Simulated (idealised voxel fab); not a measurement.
The process module that follows is named voxel released beams.
Pictured: cross-section cut, 195 nm wide, on a grid of 5 nm square cells.
Heads up, the way a cross-section reads in here is a grid of square cells, handed over as bands from the top down, with every band being one or more rows of cells.
This entry defines a band. It first specifies the height of the band's top and the height of its bottom in nm, and then specifies the band's materials from left to right, stating each material with its width in nm. The word "edge to edge" identifies a single material that fills the band from edge to edge, while the word "blank" identifies empty space.
Heights are measured from 0, the level below which the as-received wafer is all one material; the lowest band has no bottom and continues downward, written as in "0 -> down".
Width: "30..40" (first number = top row, second number = bottom row, same change from row to row of cells).
Reading "nothing got changed" for a step: not a cell of the cross-section changed in it.
In the "Unvented internal voids" entry, you get each enclosed empty space of 8 cells or more, one with no open way to the top, written width x height at distance, distance from the left edge, in nm.
What comes after the settings on a step's line is commentary from the simulator itself on that step.
The "overlay nm" setting may appear on a step's line; for a step that uses a mask, it gives how far to the right of its planned position the mask lay, and a negative value indicates the left.

Planned process steps:
1,RECEIVE (material Si)
2,CONFORMAL_DEP (material SiN; thk nm 10)
3,DIRECTIONAL_DEP (material SiO2; thk nm 20)
4,MASKED_ETCH (tone open; mask id ANCHOR; width nm 45; etch materials SiO2; depth nm 20; overlay nm 0)
5,CONFORMAL_DEP (material TiN; thk nm 15)
6,PATTERN (tone cover; mask id BEAM; material resist; width nm 125; thk nm 15; overlay nm 0)
7,DIRECTIONAL_ETCH (etch materials TiN; depth nm 15)
8,STRIP (etch materials resist)
9,STRIP (etch materials SiO2)

Delivered wafer in cross-section: state after step 1:
- 0 -> down  Si edge to edge
- Unvented internal voids: none

Final wafer profile in cross-section after the module, from the same start and plan as above, with one mistake made during processing:
- 45 -> 30  blank=30, TiN=25, blank=15, TiN=85, blank=40
- 30 -> 25  blank=40, TiN=15, blank=15, TiN=15, blank=110
- 25 -> 10  blank=40, TiN=45, blank=110
- 10 -> 0  SiN edge to edge
- 0 -> down  Si edge to edge
- Unvented internal voids: none
Misprocessing identified: step 4: run off-plan, actual operation and settings MASKED_ETCH (tone open; mask id ANCHOR; width nm 45; etch materials SiO2; depth nm 20; overlay nm 5)
